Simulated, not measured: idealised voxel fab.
The document below concerns the process module designated voxel capacitor over wiring.
In the cross-section labelled cut, the width is 245 nm and each square cell is 5 nm.
Bands, listed from the top down, are how a cross-section gets written in this document; the cross-section itself is a grid of square cells, and a band is one or more rows of them. Heights first: top, then bottom, in nm. Then materials, left to right, each with a width in nm. "edge to edge" on a single material: fills the band edge to edge. "empty": empty space. Measure heights from 0. That's the level where, below it, the as-received wafer is all one material. The lowest band is bottomless and extends downward; write it as in "from 0 down". When a width is written as two numbers, as in "30->40", the first number is the width in the top row of cells of the band and the second is the width in its bottom row, and the width changes by the same amount from each row to the next. "nothing different" -> step changed no cross-section cell. Listed in "Sealed-off cavities": every empty space of 8 or more cells without an open way to the top. Form: width x height at distance, the distance being from the left edge, all in nm. That trailing text on a step's line, after the settings, is the simulator's own remark on the step. overlay nm, on a step with a mask: how far to the right of its planned place the mask lay; to the left if negative.
THIS SECTION LISTS THE PROCESS STEPS THAT WERE PLANNED
step 1: RECEIVE with material Si
step 2: CONFORMAL_DEP with material SiO2, thk nm 15
step 3: CONFORMAL_DEP with material SiCN, thk nm 5
step 4: DIRECTIONAL_DEP with material lowk, thk nm 25
step 5: DIRECTIONAL_DEP with material aC, thk nm 15
step 6: PATTERN with tone open, mask id METAL_1, material resist, width nm 20, pitch nm 90, thk nm 35, overlay nm 0
step 7: DIRECTIONAL_ETCH with etch materials aC, depth nm 15
step 8: STRIP with etch materials resist
step 9: DIRECTIONAL_ETCH with etch materials lowk, depth nm 25
step 10: DIRECTIONAL_ETCH with etch materials SiCN, depth nm 5
step 11: STRIP with etch materials aC
step 12: CONFORMAL_DEP with material TiN, thk nm 5
step 13: FILL_DEP with material Cu, thk nm 5
step 14: CMP with height nm 45
step 15: EPI with material Ru, thk nm 5
step 16: FILL_DEP with material SiCN, thk nm 5
step 17: DIRECTIONAL_DEP with material SiO2, thk nm 20
step 18: PATTERN with tone open, mask id PLUG_1, material resist, width nm 15, thk nm 20, overlay nm 0
step 19: DIRECTIONAL_ETCH with etch materials SiO2, depth nm 20
step 20: DIRECTIONAL_ETCH with etch materials SiCN, depth nm 5
step 21: STRIP with etch materials resist
step 22: EPI with material Ru, thk nm 10
step 23: EPI with material Ru, thk nm 10
step 24: EPI with material Ru, thk nm 5
step 25: DIRECTIONAL_DEP with material TiN, thk nm 5
step 26: DIRECTIONAL_DEP with material Al2O3, thk nm 5
step 27: DIRECTIONAL_DEP with material TiN, thk nm 5
step 28: MASKED_ETCH with tone cover, mask id UPPER_PLATE, width nm 75, etch materials TiN, depth nm 5, overlay nm 0
step 29: MASKED_ETCH with tone cover, mask id UPPER_PLATE, width nm 75, etch materials Al2O3, depth nm 5, overlay nm 0
step 30: DIRECTIONAL_DEP with material aC, thk nm 15
step 31: PATTERN with tone cover, mask id LOWER_PLATE, material resist, width nm 85, thk nm 30, overlay nm 0
step 32: DIRECTIONAL_ETCH with etch materials aC, depth nm 15
step 33: STRIP with etch materials resist
step 34: DIRECTIONAL_ETCH with etch materials TiN, depth nm 5
step 35: STRIP with etch materials aC
step 36: FILL_DEP with material SiO2, thk nm 20
step 37: CMP with height nm 105
step 38: DIRECTIONAL_DEP with material aC, thk nm 15
step 39: PATTERN with tone open, mask id PLUG_2, material resist, width nm 15, thk nm 35, overlay nm 0
step 40: DIRECTIONAL_ETCH with etch materials aC, depth nm 15
step 41: STRIP with etch materials resist
step 42: DIRECTIONAL_ETCH with etch materials SiO2, depth nm 15
step 43: STRIP with etch materials aC
step 44: CONFORMAL_DEP with material TiN, thk nm 5
step 45: FILL_DEP with material Cu, thk nm 10
step 46: CMP with height nm 105
step 47: CONFORMAL_DEP with material SiN, thk nm 5
FIRST OF TWO WAFERS, WITH THE RUN CARRIED OUT AS PLANNED
STEP 1 COMPLETE: CROSS-SECTION OF THE WAFER AS RECEIVED
* from 0 down | Si edge to edge
* Sealed-off cavities: none
AFTER STEP 2
* from 15 to 0 | SiO2 edge to edge
* Unchanged below 0.
AFTER STEP 3
* from 20 to 15 | SiCN edge to edge
* Unchanged below 15.
AFTER STEP 4
* from 45 to 20 | lowk edge to edge
* Unchanged below 20.
AFTER STEP 5
* from 60 to 45 | aC edge to edge
* Unchanged below 45.
AFTER STEP 6
* from 95 to 60 | resist=65 | empty=20 | resist=70 | empty=20 | resist=70
* Unchanged below 60.
AFTER STEP 7
* from 80 to 60 | resist=65 | empty=20 | resist=70 | empty=20 | resist=70
* from 60 to 45 | aC=65 | empty=20 | aC=70 | empty=20 | aC=70
* Unchanged below 45.
AFTER STEP 8
* from 60 to 45 | aC=65 | empty=20 | aC=70 | empty=20 | aC=70
* Unchanged below 45.
AFTER STEP 9
* from 60 to 45 | aC=65 | empty=20 | aC=70 | empty=20 | aC=70
* from 45 to 20 | lowk=65 | empty=20 | lowk=70 | empty=20 | lowk=70
* Unchanged below 20.
AFTER STEP 10
* from 60 to 45 | aC=65 | empty=20 | aC=70 | empty=20 | aC=70
* from 45 to 20 | lowk=65 | empty=20 | lowk=70 | empty=20 | lowk=70
* from 20 to 15 | SiCN=65 | empty=20 | SiCN=70 | empty=20 | SiCN=70
* Unchanged below 15.
AFTER STEP 11
* from 45 to 20 | lowk=65 | empty=20 | lowk=70 | empty=20 | lowk=70
* Unchanged below 20.
AFTER STEP 12
* from 50 to 45 | TiN=70 | empty=10 | TiN=80 | empty=10 | TiN=75
* from 45 to 20 | lowk=65 | TiN=5 | empty=10 | TiN=5 | lowk=70 | TiN=5 | empty=10 | TiN=5 | lowk=70
* from 20 to 15 | SiCN=65 | TiN=20 | SiCN=70 | TiN=20 | SiCN=70
* Unchanged below 15.
AFTER STEP 13
* from 55 to 50 | Cu edge to edge
* from 50 to 45 | TiN=70 | Cu=10 | TiN=80 | Cu=10 | TiN=75
* from 45 to 20 | lowk=65 | TiN=5 | Cu=10 | TiN=5 | lowk=70 | TiN=5 | Cu=10 | TiN=5 | lowk=70
* Unchanged below 20.
AFTER STEP 14
* from 45 to 20 | lowk=65 | TiN=5 | Cu=10 | TiN=5 | lowk=70 | TiN=5 | Cu=10 | TiN=5 | lowk=70
* Unchanged below 20.
AFTER STEP 15
* from 50 to 45 | empty=60 | Ru=30 | empty=60 | Ru=30 | empty=65
* Unchanged below 45.
AFTER STEP 16
* from 55 to 50 | SiCN edge to edge
* from 50 to 45 | SiCN=60 | Ru=30 | SiCN=60 | Ru=30 | SiCN=65
* Unchanged below 45.
AFTER STEP 17
* from 75 to 55 | SiO2 edge to edge
* Unchanged below 55.
AFTER STEP 18
* from 95 to 75 | resist=70 | empty=15 | resist=160
* Unchanged below 75.
AFTER STEP 19
* from 95 to 75 | resist=70 | empty=15 | resist=160
* from 75 to 55 | SiO2=70 | empty=15 | SiO2=160
* Unchanged below 55.
AFTER STEP 20
* from 95 to 75 | resist=70 | empty=15 | resist=160
* from 75 to 55 | SiO2=70 | empty=15 | SiO2=160
* from 55 to 50 | SiCN=70 | empty=15 | SiCN=160
* Unchanged below 50.
AFTER STEP 21
* from 75 to 55 | SiO2=70 | empty=15 | SiO2=160
* Unchanged below 55.
AFTER STEP 22
* from 75 to 60 | SiO2=70 | empty=15 | SiO2=160
* from 60 to 55 | SiO2=70 | Ru=15 | SiO2=160
* from 55 to 50 | SiCN=70 | Ru=15 | SiCN=160
* Unchanged below 50.
AFTER STEP 23
* from 75 to 70 | SiO2=70 | empty=15 | SiO2=160
* from 70 to 55 | SiO2=70 | Ru=15 | SiO2=160
* Unchanged below 55.
AFTER STEP 24
* from 75 to 55 | SiO2=70 | Ru=15 | SiO2=160
* Unchanged below 55.
AFTER STEP 25
* from 80 to 75 | TiN edge to edge
* Unchanged below 75.
AFTER STEP 26
* from 85 to 80 | Al2O3 edge to edge
* Unchanged below 80.
AFTER STEP 27
* from 90 to 85 | TiN edge to edge
* Unchanged below 85.
AFTER STEP 28
* from 90 to 85 | empty=70 | TiN=75 | empty=100
* Unchanged below 85.
AFTER STEP 29
* from 90 to 85 | empty=70 | TiN=75 | empty=100
* from 85 to 80 | empty=70 | Al2O3=75 | empty=100
* Unchanged below 80.
AFTER STEP 30
* from 105 to 95 | empty=70 | aC=75 | empty=100
* from 95 to 90 | aC edge to edge
* from 90 to 85 | aC=70 | TiN=75 | aC=100
* from 85 to 80 | aC=70 | Al2O3=75 | aC=100
* Unchanged below 80.
AFTER STEP 31
* from 135 to 105 | empty=65 | resist=85 | empty=95
* from 105 to 95 | empty=65 | resist=5 | aC=75 | resist=5 | empty=95
* Unchanged below 95.
AFTER STEP 32
* from 120 to 105 | empty=65 | resist=85 | empty=95
* from 105 to 95 | empty=65 | resist=5 | aC=75 | resist=5 | empty=95
* from 95 to 90 | empty=65 | aC=85 | empty=95
* from 90 to 85 | empty=65 | aC=5 | TiN=75 | aC=5 | empty=95
* from 85 to 80 | empty=65 | aC=5 | Al2O3=75 | aC=5 | empty=95
* Unchanged below 80.
AFTER STEP 33
* from 105 to 95 | empty=70 | aC=75 | empty=100
* Unchanged below 95.
AFTER STEP 34
* from 105 to 95 | empty=70 | aC=75 | empty=100
* from 95 to 90 | empty=65 | aC=85 | empty=95
* from 90 to 85 | empty=65 | aC=5 | TiN=75 | aC=5 | empty=95
* from 85 to 80 | empty=65 | aC=5 | Al2O3=75 | aC=5 | empty=95
* from 80 to 75 | empty=65 | TiN=85 | empty=95
* Unchanged below 75.
AFTER STEP 35
* from 90 to 85 | empty=70 | TiN=75 | empty=100
* from 85 to 80 | empty=70 | Al2O3=75 | empty=100
* Unchanged below 80.
AFTER STEP 36
* from 110 to 90 | SiO2 edge to edge
* from 90 to 85 | SiO2=70 | TiN=75 | SiO2=100
* from 85 to 80 | SiO2=70 | Al2O3=75 | SiO2=100
* from 80 to 75 | SiO2=65 | TiN=85 | SiO2=95
* Unchanged below 75.
AFTER STEP 37
* from 105 to 90 | SiO2 edge to edge
* Unchanged below 90.
AFTER STEP 38
* from 120 to 105 | aC edge to edge
* Unchanged below 105.
AFTER STEP 39
* from 155 to 120 | resist=80 | empty=15 | resist=150
* Unchanged below 120.
AFTER STEP 40
* from 140 to 120 | resist=80 | empty=15 | resist=150
* from 120 to 105 | aC=80 | empty=15 | aC=150
* Unchanged below 105.
AFTER STEP 41
* from 120 to 105 | aC=80 | empty=15 | aC=150
* Unchanged below 105.
AFTER STEP 42
* from 120 to 105 | aC=80 | empty=15 | aC=150
* from 105 to 90 | SiO2=80 | empty=15 | SiO2=150
* Unchanged below 90.
AFTER STEP 43
* from 105 to 90 | SiO2=80 | empty=15 | SiO2=150
* Unchanged below 90.
AFTER STEP 44
* from 110 to 105 | TiN=85 | empty=5 | TiN=155
* from 105 to 95 | SiO2=80 | TiN=5 | empty=5 | TiN=5 | SiO2=150
* from 95 to 85 | SiO2=80->70 | TiN=15->75 | SiO2=150->100
* Unchanged below 85.
AFTER STEP 45
* from 120 to 110 | Cu edge to edge
* from 110 to 105 | TiN=85 | Cu=5 | TiN=155
* from 105 to 95 | SiO2=80 | TiN=5 | Cu=5 | TiN=5 | SiO2=150
* Unchanged below 95.
AFTER STEP 46
* from 105 to 95 | SiO2=80 | TiN=5 | Cu=5 | TiN=5 | SiO2=150
* Unchanged below 95.
AFTER STEP 47
* from 110 to 105 | SiN edge to edge
* Unchanged below 105.
SECOND WAFER: SAME START AND SAME PLAN AS THE FIRST, ONE EXECUTION ERROR; IDENTICAL TO THE FIRST THROUGH STEP 21
CROSS-SECTION, SECOND WAFER, AT THE END TIME THE PLAN GIVES FOR STEP 23
* from 80 to 75 | empty=65 | Ru=25 | empty=155
* from 75 to 55 | SiO2=70 | Ru=15 | SiO2=160
* from 55 to 50 | SiCN=70 | Ru=15 | SiCN=160
* Unchanged below 50.
CROSS-SECTION, SECOND WAFER, AT THE END TIME THE PLAN GIVES FOR STEP 24
* from 85 to 75 | empty=60 | Ru=35 | empty=150
* Unchanged below 75.
CROSS-SECTION, SECOND WAFER, AT THE END TIME THE PLAN GIVES FOR STEP 25
* from 90 to 85 | empty=60 | TiN=35 | empty=150
* from 85 to 80 | empty=60 | Ru=35 | empty=150
* from 80 to 75 | TiN=60 | Ru=35 | TiN=150
* Unchanged below 75.
CROSS-SECTION, SECOND WAFER, AT THE END TIME THE PLAN GIVES FOR STEP 26
* from 95 to 90 | empty=60 | Al2O3=35 | empty=150
* from 90 to 85 | empty=60 | TiN=35 | empty=150
* from 85 to 80 | Al2O3=60 | Ru=35 | Al2O3=150
* Unchanged below 80.
CROSS-SECTION, SECOND WAFER, AT THE END TIME THE PLAN GIVES FOR STEP 27
* from 100 to 95 | empty=60 | TiN=35 | empty=150
* from 95 to 90 | empty=60 | Al2O3=35 | empty=150
* from 90 to 85 | TiN edge to edge
* Unchanged below 85.
CROSS-SECTION, SECOND WAFER, AT THE END TIME THE PLAN GIVES FOR STEP 28
* from 100 to 95 | empty=70 | TiN=25 | empty=150
* from 95 to 90 | empty=60 | Al2O3=35 | empty=150
* from 90 to 85 | empty=60 | TiN=85 | empty=100
* Unchanged below 85.
CROSS-SECTION, SECOND WAFER, AT THE END TIME THE PLAN GIVES FOR STEP 29
* from 100 to 95 | empty=70 | TiN=25 | empty=150
* from 95 to 90 | empty=70 | Al2O3=25 | empty=150
* from 90 to 85 | empty=60 | TiN=85 | empty=100
* from 85 to 80 | empty=60 | Ru=35 | Al2O3=50 | empty=100
* Unchanged below 80.
CROSS-SECTION, SECOND WAFER, AT THE END TIME THE PLAN GIVES FOR STEP 30
* from 115 to 105 | empty=70 | aC=25 | empty=150
* from 105 to 100 | empty=60 | aC=85 | empty=100
* from 100 to 95 | empty=60 | aC=10 | TiN=25 | aC=50 | empty=100
* from 95 to 90 | aC=70 | Al2O3=25 | aC=150
* from 90 to 85 | aC=60 | TiN=85 | aC=100
* from 85 to 80 | aC=60 | Ru=35 | Al2O3=50 | aC=100
* Unchanged below 80.
CROSS-SECTION, SECOND WAFER, AT THE END TIME THE PLAN GIVES FOR STEP 31
* from 145 to 115 | empty=65 | resist=85 | empty=95
* from 115 to 105 | empty=65 | resist=5 | aC=25 | resist=55 | empty=95
* from 105 to 100 | empty=60 | aC=85 | resist=5 | empty=95
* from 100 to 95 | empty=60 | aC=10 | TiN=25 | aC=50 | resist=5 | empty=95
* Unchanged below 95.
CROSS-SECTION, SECOND WAFER, AT THE END TIME THE PLAN GIVES FOR STEP 32
* from 130 to 115 | empty=65 | resist=85 | empty=95
* from 115 to 105 | empty=65 | resist=5 | aC=25 | resist=55 | empty=95
* from 105 to 100 | empty=65 | aC=80 | resist=5 | empty=95
* from 100 to 95 | empty=65 | aC=5 | TiN=25 | aC=50 | resist=5 | empty=95
* from 95 to 90 | empty=65 | aC=5 | Al2O3=25 | aC=55 | empty=95
* from 90 to 85 | empty=60 | TiN=85 | aC=5 | empty=95
* from 85 to 80 | empty=60 | Ru=35 | Al2O3=50 | aC=5 | empty=95
* Unchanged below 80.
CROSS-SECTION, SECOND WAFER, AT THE END TIME THE PLAN GIVES FOR STEP 33
* from 115 to 105 | empty=70 | aC=25 | empty=150
* from 105 to 100 | empty=65 | aC=80 | empty=100
* from 100 to 95 | empty=65 | aC=5 | TiN=25 | aC=50 | empty=100
* Unchanged below 95.
CROSS-SECTION, SECOND WAFER, AT THE END TIME THE PLAN GIVES FOR STEP 34
* from 115 to 105 | empty=70 | aC=25 | empty=150
* from 105 to 100 | empty=65 | aC=80 | empty=100
* from 100 to 95 | empty=65 | aC=5 | TiN=25 | aC=50 | empty=100
* from 95 to 90 | empty=65 | aC=5 | Al2O3=25 | aC=55 | empty=95
* from 90 to 85 | empty=65 | TiN=80 | aC=5 | empty=95
* from 85 to 80 | empty=60 | Ru=35 | Al2O3=50 | aC=5 | empty=95
* from 80 to 75 | empty=60 | Ru=35 | TiN=55 | empty=95
* Unchanged below 75.
CROSS-SECTION, SECOND WAFER, AT THE END TIME THE PLAN GIVES FOR STEP 35
* from 100 to 95 | empty=70 | TiN=25 | empty=150
* from 95 to 90 | empty=70 | Al2O3=25 | empty=150
* from 90 to 85 | empty=65 | TiN=80 | empty=100
* from 85 to 80 | empty=60 | Ru=35 | Al2O3=50 | empty=100
* Unchanged below 80.
CROSS-SECTION, SECOND WAFER, AT THE END TIME THE PLAN GIVES FOR STEP 36
* from 120 to 100 | SiO2 edge to edge
* from 100 to 95 | SiO2=70 | TiN=25 | SiO2=150
* from 95 to 90 | SiO2=70 | Al2O3=25 | SiO2=150
* from 90 to 85 | SiO2=65 | TiN=80 | SiO2=100
* from 85 to 80 | SiO2=60 | Ru=35 | Al2O3=50 | SiO2=100
* from 80 to 75 | SiO2=60 | Ru=35 | TiN=55 | SiO2=95
* Unchanged below 75.
CROSS-SECTION, SECOND WAFER, AT THE END TIME THE PLAN GIVES FOR STEP 37
* from 105 to 100 | SiO2 edge to edge
* Unchanged below 100.
CROSS-SECTION, SECOND WAFER, AT THE END TIME THE PLAN GIVES FOR STEP 38
* from 120 to 105 | aC edge to edge
* Unchanged below 105.
CROSS-SECTION, SECOND WAFER, AT THE END TIME THE PLAN GIVES FOR STEP 39
* from 155 to 120 | resist=80 | empty=15 | resist=150
* Unchanged below 120.
CROSS-SECTION, SECOND WAFER, AT THE END TIME THE PLAN GIVES FOR STEP 40
* from 140 to 120 | resist=80 | empty=15 | resist=150
* from 120 to 105 | aC=80 | empty=15 | aC=150
* Unchanged below 105.
CROSS-SECTION, SECOND WAFER, AT THE END TIME THE PLAN GIVES FOR STEP 41
* from 120 to 105 | aC=80 | empty=15 | aC=150
* Unchanged below 105.
CROSS-SECTION, SECOND WAFER, AT THE END TIME THE PLAN GIVES FOR STEP 42
* from 120 to 105 | aC=80 | empty=15 | aC=150
* from 105 to 100 | SiO2=80 | empty=15 | SiO2=150
* Unchanged below 100.
CROSS-SECTION, SECOND WAFER, AT THE END TIME THE PLAN GIVES FOR STEP 43
* from 105 to 100 | SiO2=80 | empty=15 | SiO2=150
* Unchanged below 100.
CROSS-SECTION, SECOND WAFER, AT THE END TIME THE PLAN GIVES FOR STEP 44
* from 110 to 105 | TiN=85 | empty=5 | TiN=155
* from 105 to 95 | SiO2=80->70 | TiN=15->25 | SiO2=150
* Unchanged below 95.
CROSS-SECTION, SECOND WAFER, AT THE END TIME THE PLAN GIVES FOR STEP 45
* from 120 to 110 | Cu edge to edge
* from 110 to 105 | TiN=85 | Cu=5 | TiN=155
* Unchanged below 105.
CROSS-SECTION, SECOND WAFER, AT THE END TIME THE PLAN GIVES FOR STEP 46
* from 105 to 95 | SiO2=80->70 | TiN=15->25 | SiO2=150
* Unchanged below 95.
CROSS-SECTION, SECOND WAFER, AT THE END TIME THE PLAN GIVES FOR STEP 47
* from 110 to 105 | SiN edge to edge
* Unchanged below 105.
What went wrong in running the wafer? one of the identical process steps 22 and 23 has been performed twice, and it is not possible to determine which
Materials where the second wafer ends with more or fewer cells than the first: Cu -2 | Ru +14 | SiO2 -8 | TiN -4
